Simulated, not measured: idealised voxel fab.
process module | voxel self aligned vias
For reference, the cross-section in this document is cut, with width 185 nm and square cells of 5 nm.
Each cross-section below is a grid of square cells, stated as bands in top-down order, with one or more rows of cells making up each band.
Basically the band line says how high the top is and how high the bottom is, in nm, and then what's in it from left to right, every material with its width in nm. Empty space shows up as "blank", and if a single material carries "edge to edge" it runs the full band edge to edge.
Heights are expressed relative to 0, this being the level below which the as-received wafer comprises one material exclusively. The lowest band is unbounded in the downward direction and is denoted as in "z 0 and below".
It should be noted that a width expressed as "30->40" varies in equal increments from row to row of cells within the band, taking the value of the first number at the top row and that of the second number at the bottom row.
Step note "changes: none" = no cross-section cell changed.
Closed-off voids of 8+ cells (no open route to the top) go in "Closed void entries", written width x height at distance from the left edge, in nm.
On a step's line, text after the settings is the simulator commenting on that step.
overlay nm: where the mask lay relative to plan, measured to the right, on steps with a mask; negatives go left.

### Planned step list for the process
1,RECEIVE: material Si
2,CONFORMAL_DEP: material SiO2, thk nm 10
3,CONFORMAL_DEP: material SiCN, thk nm 5
4,DIRECTIONAL_DEP: material SiO2, thk nm 30
5,PATTERN: tone open, mask id LINES, material resist, width nm 20, pitch nm 55, thk nm 15, overlay nm 0
6,DIRECTIONAL_ETCH: etch materials SiO2, depth nm 30
7,STRIP: etch materials resist
8,CONFORMAL_DEP: material TiN, thk nm 5
9,FILL_DEP: material Ru, thk nm 10
10,CMP: height nm 45
11,SELECTIVE_ETCH: etch materials W Ru TiN, depth nm 5
12,FILL_DEP: material SiN, thk nm 10
13,CMP: height nm 45
14,DIRECTIONAL_DEP: material SiO2, thk nm 15
15,PATTERN: tone open, mask id VIAS, material resist, width nm 30, pitch nm 55, thk nm 20, overlay nm 0
16,DIRECTIONAL_ETCH: etch materials SiO2, depth nm 15
17,DIRECTIONAL_ETCH: etch materials SiN, depth nm 5
18,STRIP: etch materials resist
19,CONFORMAL_DEP: material TiN, thk nm 5
20,FILL_DEP: material Cu, thk nm 10
21,CMP: height nm 60
22,CONFORMAL_DEP: material SiN, thk nm 5

### Wafer at receipt (post step 1), cross-section
> z 0 and below  Si edge to edge
> Closed void entries: none

### Cross-section, first of two wafers, end of module, run as planned
> z 65 to 60  SiN edge to edge
> z 60 to 50  SiO2 50, TiN 5, Cu 20, TiN 5, SiO2 25, TiN 5, Cu 20, TiN 5, SiO2 50
> z 50 to 45  SiO2 50, TiN 10, Cu 10, TiN 10, SiO2 25, TiN 10, Cu 10, TiN 10, SiO2 50
> z 45 to 40  SiO2 55, TiN 20, SiO2 35, TiN 20, SiO2 55
> z 40 to 20  SiO2 55, TiN 5, Ru 10, TiN 5, SiO2 35, TiN 5, Ru 10, TiN 5, SiO2 55
> z 20 to 15  SiO2 55, TiN 20, SiO2 35, TiN 20, SiO2 55
> z 15 to 10  SiCN edge to edge
> z 10 to 0  SiO2 edge to edge
> z 0 and below  Si edge to edge
> Closed void entries: none

### The second wafer, shown in cross-section after the module: started the same way as the first and given the same plan, yet one mistake crept into how it was run
> z 65 to 60  SiN edge to edge
> z 60 to 45  SiO2 50, TiN 5, Cu 20, TiN 5, SiO2 25, TiN 5, Cu 20, TiN 5, SiO2 50
> z 45 to 40  SiO2 50, TiN 30, SiO2 25, TiN 30, SiO2 50
> z 40 to 30  SiO2 50, TiN 10, Ru 10, TiN 10, SiO2 25, TiN 10, Ru 10, TiN 10, SiO2 50
> z 30 to 20  SiO2 55, TiN 5, Ru 10, TiN 5, SiO2 35, TiN 5, Ru 10, TiN 5, SiO2 55
> z 20 to 15  SiO2 55, TiN 20, SiO2 35, TiN 20, SiO2 55
> z 15 to 10  SiCN edge to edge
> z 10 to 0  SiO2 edge to edge
> z 0 and below  Si edge to edge
> Closed void entries: none
The plan and the run diverged here: execution of plan step 16 occurred twice
The final cell counts differ between the wafers, with the second having more or fewer of some materials than the first: 4 more of Cu, 12 fewer of SiO2, 8 more of TiN
